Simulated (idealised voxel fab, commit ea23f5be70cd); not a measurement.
process module | voxel self aligned contacts
cross-section cut | 245 nm wide | cells 5 nm
A cross-section is a grid of square cells, given in bands from the top down. A band is one or more rows of cells.
Each band's line starts with the height of the band's top and of its bottom, in nm. Then come its materials from left to right, each with its width in nm. One material with "throughout" fills the band from edge to edge. "air" is empty space.
Height 0 is the level under which the wafer as received is all one material. The lowest band goes on downwards, as in "0 down".
A width such as "30 to 40" changes by the same amount from each row of cells to the next, from the band's top row to its bottom row.
"no change" after a step means that no cell of the cross-section changed.
closed voids: empty space of 8 cells or more with no open way to the top, each as width x height at its distance from the left edge, in nm
after a step's settings: what the simulator itself notes on the step
overlay nm, on a step with a mask: how far to the right of its planned place the mask lay; to the left if negative
plan
1 op RECEIVE | material Si
2 op OXIDIZE | depth nm 5
3 op DIRECTIONAL_DEP | material polySi | thk nm 30
4 op DIRECTIONAL_DEP | material SiN | thk nm 15
5 op MASKED_ETCH | tone cover | mask id GATE | width nm 35 | pitch nm 70 | etch materials SiN | depth nm 15 | overlay nm 0
6 op MASKED_ETCH | tone cover | mask id GATE | width nm 35 | pitch nm 70 | etch materials polySi | depth nm 30 | overlay nm 0
7 op CONFORMAL_DEP | material SiN | thk nm 5
8 op DIRECTIONAL_ETCH | etch materials SiN | depth nm 5
9 op FILL_DEP | material SiO2 | thk nm 15
10 op CMP | height nm 50
11 op DIRECTIONAL_DEP | material aC | thk nm 15
12 op PATTERN | tone open | mask id CONTACT | material resist | width nm 55 | pitch nm 70 | thk nm 35 | overlay nm 0
13 op DIRECTIONAL_ETCH | etch materials aC | depth nm 15
14 op STRIP | etch materials resist
15 op DIRECTIONAL_ETCH | etch materials SiO2 | depth nm 55
16 op STRIP | etch materials aC
17 op CONFORMAL_DEP | material TiN | thk nm 5
18 op FILL_DEP | material Ru | thk nm 10
19 op CMP | height nm 50
20 op CONFORMAL_DEP | material SiCN | thk nm 5
first wafer, as planned
as received, after step 1
  0 down: Si throughout
  closed voids: none
after step 2
  0 to -5: SiO2 throughout
  below -5: unchanged
after step 3
  30 to 0: polySi throughout
  below 0: unchanged
after step 4
  45 to 30: SiN throughout
  below 30: unchanged
after step 5
  45 to 30: air 35 | SiN 35 | air 35 | SiN 35 | air 35 | SiN 35 | air 35
  below 30: unchanged
after step 6
  45 to 30: air 35 | SiN 35 | air 35 | SiN 35 | air 35 | SiN 35 | air 35
  30 to 0: air 35 | polySi 35 | air 35 | polySi 35 | air 35 | polySi 35 | air 35
  below 0: unchanged
after step 7
  50 to 30: air 30 | SiN 45 | air 25 | SiN 45 | air 25 | SiN 45 | air 30
  30 to 5: air 30 | SiN 5 | polySi 35 | SiN 5 | air 25 | SiN 5 | polySi 35 | SiN 5 | air 25 | SiN 5 | polySi 35 | SiN 5 | air 30
  5 to 0: SiN 35 | polySi 35 | SiN 35 | polySi 35 | SiN 35 | polySi 35 | SiN 35
  below 0: unchanged
after step 8
  45 to 30: air 30 | SiN 45 | air 25 | SiN 45 | air 25 | SiN 45 | air 30
  30 to 0: air 30 | SiN 5 | polySi 35 | SiN 5 | air 25 | SiN 5 | polySi 35 | SiN 5 | air 25 | SiN 5 | polySi 35 | SiN 5 | air 30
  below 0: unchanged
after step 9
  60 to 45: SiO2 throughout
  45 to 30: SiO2 30 | SiN 45 | SiO2 25 | SiN 45 | SiO2 25 | SiN 45 | SiO2 30
  30 to 0: SiO2 30 | SiN 5 | polySi 35 | SiN 5 | SiO2 25 | SiN 5 | polySi 35 | SiN 5 | SiO2 25 | SiN 5 | polySi 35 | SiN 5 | SiO2 30
  below 0: unchanged
after step 10
  50 to 45: SiO2 throughout
  below 45: unchanged
after step 11
  65 to 50: aC throughout
  below 50: unchanged
after step 12
  100 to 65: resist 60 | air 55 | resist 15 | air 55 | resist 60
  below 65: unchanged
after step 13
  85 to 65: resist 60 | air 55 | resist 15 | air 55 | resist 60
  65 to 50: aC 60 | air 55 | aC 15 | air 55 | aC 60
  below 50: unchanged
after step 14
  65 to 50: aC 60 | air 55 | aC 15 | air 55 | aC 60
  below 50: unchanged
after step 15
  65 to 50: aC 60 | air 55 | aC 15 | air 55 | aC 60
  50 to 45: SiO2 60 | air 55 | SiO2 15 | air 55 | SiO2 60
  45 to 30: SiO2 30 | SiN 45 | air 25 | SiN 45 | air 25 | SiN 45 | SiO2 30
  30 to 0: SiO2 30 | SiN 5 | polySi 35 | SiN 5 | air 25 | SiN 5 | polySi 35 | SiN 5 | air 25 | SiN 5 | polySi 35 | SiN 5 | SiO2 30
  0 to -5: SiO2 75 | air 25 | SiO2 45 | air 25 | SiO2 75
  below -5: unchanged
after step 16
  50 to 45: SiO2 60 | air 55 | SiO2 15 | air 55 | SiO2 60
  below 45: unchanged
after step 17
  55 to 50: TiN 65 | air 45 | TiN 25 | air 45 | TiN 65
  50 to 45: SiO2 60 | TiN 20 | air 15 | TiN 20 | SiO2 15 | TiN 20 | air 15 | TiN 20 | SiO2 60
  45 to 30: SiO2 30 | SiN 45 | TiN 5 | air 15 | TiN 5 | SiN 45 | TiN 5 | air 15 | TiN 5 | SiN 45 | SiO2 30
  30 to 0: SiO2 30 | SiN 5 | polySi 35 | SiN 5 | TiN 5 | air 15 | TiN 5 | SiN 5 | polySi 35 | SiN 5 | TiN 5 | air 15 | TiN 5 | SiN 5 | polySi 35 | SiN 5 | SiO2 30
  0 to -5: SiO2 75 | TiN 25 | SiO2 45 | TiN 25 | SiO2 75
  below -5: unchanged
after step 18
  65 to 55: Ru throughout
  55 to 50: TiN 65 | Ru 45 | TiN 25 | Ru 45 | TiN 65
  50 to 45: SiO2 60 | TiN 20 | Ru 15 | TiN 20 | SiO2 15 | TiN 20 | Ru 15 | TiN 20 | SiO2 60
  45 to 30: SiO2 30 | SiN 45 | TiN 5 | Ru 15 | TiN 5 | SiN 45 | TiN 5 | Ru 15 | TiN 5 | SiN 45 | SiO2 30
  30 to 0: SiO2 30 | SiN 5 | polySi 35 | SiN 5 | TiN 5 | Ru 15 | TiN 5 | SiN 5 | polySi 35 | SiN 5 | TiN 5 | Ru 15 | TiN 5 | SiN 5 | polySi 35 | SiN 5 | SiO2 30
  below 0: unchanged
after step 19
  50 to 45: SiO2 60 | TiN 20 | Ru 15 | TiN 20 | SiO2 15 | TiN 20 | Ru 15 | TiN 20 | SiO2 60
  below 45: unchanged
after step 20
  55 to 50: SiCN throughout
  below 50: unchanged
second wafer: like start, like plan, one mistake. Through step 11 it matches the first wafer
when step 12 should have ended
  100 to 65: air 60 | resist 55 | air 15 | resist 55 | air 60
  below 65: unchanged
when step 13 should have ended
  85 to 65: air 60 | resist 55 | air 15 | resist 55 | air 60
  65 to 50: air 60 | aC 55 | air 15 | aC 55 | air 60
  below 50: unchanged
when step 14 should have ended
  65 to 50: air 60 | aC 55 | air 15 | aC 55 | air 60
  below 50: unchanged
when step 15 should have ended
  65 to 50: air 60 | aC 55 | air 15 | aC 55 | air 60
  50 to 45: air 60 | SiO2 55 | air 15 | SiO2 55 | air 60
  45 to 30: air 30 | SiN 45 | SiO2 25 | SiN 45 | SiO2 25 | SiN 45 | air 30
  30 to 0: air 30 | SiN 5 | polySi 35 | SiN 5 | SiO2 25 | SiN 5 | polySi 35 | SiN 5 | SiO2 25 | SiN 5 | polySi 35 | SiN 5 | air 30
  0 to -5: air 30 | SiO2 185 | air 30
  below -5: unchanged
when step 16 should have ended
  50 to 45: air 60 | SiO2 55 | air 15 | SiO2 55 | air 60
  below 45: unchanged
when step 17 should have ended
  55 to 50: air 55 | TiN 65 | air 5 | TiN 65 | air 55
  50 to 45: air 25 | TiN 35 | SiO2 55 | TiN 15 | SiO2 55 | TiN 35 | air 25
  45 to 30: air 25 | TiN 5 | SiN 45 | SiO2 25 | SiN 45 | SiO2 25 | SiN 45 | TiN 5 | air 25
  30 to 0: air 25 | TiN 5 | SiN 5 | polySi 35 | SiN 5 | SiO2 25 | SiN 5 | polySi 35 | SiN 5 | SiO2 25 | SiN 5 | polySi 35 | SiN 5 | TiN 5 | air 25
  0 to -5: TiN 30 | SiO2 185 | TiN 30
  below -5: unchanged
when step 18 should have ended
  65 to 55: Ru throughout
  55 to 50: Ru 55 | TiN 65 | Ru 5 | TiN 65 | Ru 55
  50 to 45: Ru 25 | TiN 35 | SiO2 55 | TiN 15 | SiO2 55 | TiN 35 | Ru 25
  45 to 30: Ru 25 | TiN 5 | SiN 45 | SiO2 25 | SiN 45 | SiO2 25 | SiN 45 | TiN 5 | Ru 25
  30 to 0: Ru 25 | TiN 5 | SiN 5 | polySi 35 | SiN 5 | SiO2 25 | SiN 5 | polySi 35 | SiN 5 | SiO2 25 | SiN 5 | polySi 35 | SiN 5 | TiN 5 | Ru 25
  below 0: unchanged
when step 19 should have ended
  50 to 45: Ru 25 | TiN 35 | SiO2 55 | TiN 15 | SiO2 55 | TiN 35 | Ru 25
  below 45: unchanged
when step 20 should have ended
  55 to 50: SiCN throughout
  below 50: unchanged
what went wrong: step 12 ran as: op PATTERN | tone cover | mask id CONTACT | material resist | width nm 55 | pitch nm 70 | thk nm 35 | overlay nm 0
at the end the second wafer has, in cells: 40 more of Ru | 25 fewer of SiO2 | 15 fewer of TiN
